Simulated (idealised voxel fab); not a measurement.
Process module under the name voxel tone inversion
Section cut is 290 nm wide and gridded with 5 nm square cells.
In this document a cross-section is written as a grid of square cells. It is given as a series of bands, listed from the top down, and a band is one or more rows of cells.
Band entry format. Leading values: height of top, height of bottom, nm. Remainder: materials in left-to-right order, each with its width in nm. Special words: "throughout" on a single material, which then fills the band edge to edge; "empty", empty space.
Below 0: as-received wafer, all one material; heights counted from there. Lowest band: no bottom, goes on down, written "0 and below".
The expression "30->40" gives the width at the extremes of the band, the first number at its top row of cells and the second at its bottom row, with the width changing by equal amounts from each row to the next in between.
Given "nothing was modified" for a step, no cell of the cross-section differs between before and after that step.
This entry, "Fully closed voids", enumerates those empty regions of no fewer than 8 cells that possess no open connection to the top. Each region is reported in the form width x height at distance, the distance being taken from the left edge, with all three quantities expressed in nm.
after a step's settings: what the simulator itself notes on the step
overlay nm: how far to the right of its planned place the mask lay on this masked step (negative: to the left).
Set out below are the planned steps of the process
- 1: RECEIVE | material Si
- 2: CONFORMAL_DEP | material SiCN | thk nm 5
- 3: DIRECTIONAL_DEP | material aC | thk nm 15
- 4: PATTERN | tone cover | mask id POSTS | material resist | width nm 15 | pitch nm 45 | thk nm 20 | overlay nm 0
- 5: DIRECTIONAL_ETCH | etch materials aC | depth nm 15
- 6: STRIP | etch materials resist
- 7: FILL_DEP | material SiO2 | thk nm 10
- 8: CMP | height nm 20
- 9: STRIP | etch materials aC
As received (post step 1): cross-section
* 0 and below = Si throughout
* Fully closed voids: none
Final wafer profile in cross-section after the module, from the same start and plan as above, with one mistake made during processing
* 20 down to 5 = SiO2 (115); empty (20); SiO2 (25); empty (20); SiO2 (110)
* 5 down to 0 = SiCN throughout
* 0 and below = Si throughout
* Fully closed voids: none
Misprocessing identified: step 4: run off-plan, actual operation and settings PATTERN | tone cover | mask id POSTS | material resist | width nm 20 | pitch nm 45 | thk nm 20 | overlay nm 0
